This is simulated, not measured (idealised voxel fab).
Process module name: voxel lift off
The cross-section shown here is cut; it is 215 nm wide and divided into square cells measuring 5 nm on a side.
Cross-section spec: square-cell grid; bands listed top down; each band is one or more rows.
Look at the band entry: it leads with the top's height and the bottom's height in nm. Then it lists the materials left to right, with a width in nm for each. The word "everywhere" on a single material says that material fills the band edge to edge. The word "blank" is empty space.
Height datum 0, below which the as-received substrate wafer is one material. Lowest band open at the bottom, running downward: "top 0, no bottom".
When a width is written as two numbers, as in "30 to 40", the first number is the width in the top row of cells of the band and the second is the width in its bottom row, and the width changes by the same amount from each row to the next.
Where the words "nothing got changed" appear for a step, the cross-section shows no cell changed by that step; every cell remained as before.
This entry, "Closed void list", enumerates those empty regions of no fewer than 8 cells that possess no open connection to the top. Each region is reported in the form width x height at distance, the distance being taken from the left edge, with all three quantities expressed in nm.
Heads up: the bit after the settings on a step's line is the simulator's remark on that step.
overlay nm: for a step with a mask, the amount by which the mask lay right of where it was planned; a negative amount means left of it.
[So here's the lineup of process steps we planned]
| 1 | RECEIVE, material Si |
| 2 | CONFORMAL_DEP, material SiO2, thk nm 5 |
| 3 | PATTERN, tone open, mask id LINES, material resist, width nm 30, pitch nm 45, thk nm 25, overlay nm 0 |
| 4 | DIRECTIONAL_DEP, material Ru, thk nm 10 |
| 5 | STRIP, etch materials resist |
| 6 | CONFORMAL_DEP, material SiCN, thk nm 10 |
[So this is the incoming wafer in cross-section - it's already been through step 1]
  top 0, no bottom: Si everywhere
  Closed void list: none
[The plan above was carried out on the starting structure above with one mistake, and this cross-section shows the wafer at the end of the module]
  top 30, bottom 20: blank 15 nm  SiCN 185 nm  blank 15 nm
  top 20, bottom 15: blank 15 nm  SiCN 10 nm  Ru 30 nm  SiCN 15 nm  Ru 30 nm  SiCN 15 nm  Ru 30 nm  SiCN 15 nm  Ru 30 nm  SiCN 10 nm  blank 15 nm
  top 15, bottom 5: SiCN 25 nm  Ru 30 nm  SiCN 15 nm  Ru 30 nm  SiCN 15 nm  Ru 30 nm  SiCN 15 nm  Ru 30 nm  SiCN 25 nm
  top 5, bottom 0: SiO2 everywhere
  top 0, no bottom: Si everywhere
  Closed void list: none
Diagnosis: step 4, actual vs plan mismatch, actual run DIRECTIONAL_DEP, material Ru, thk nm 15
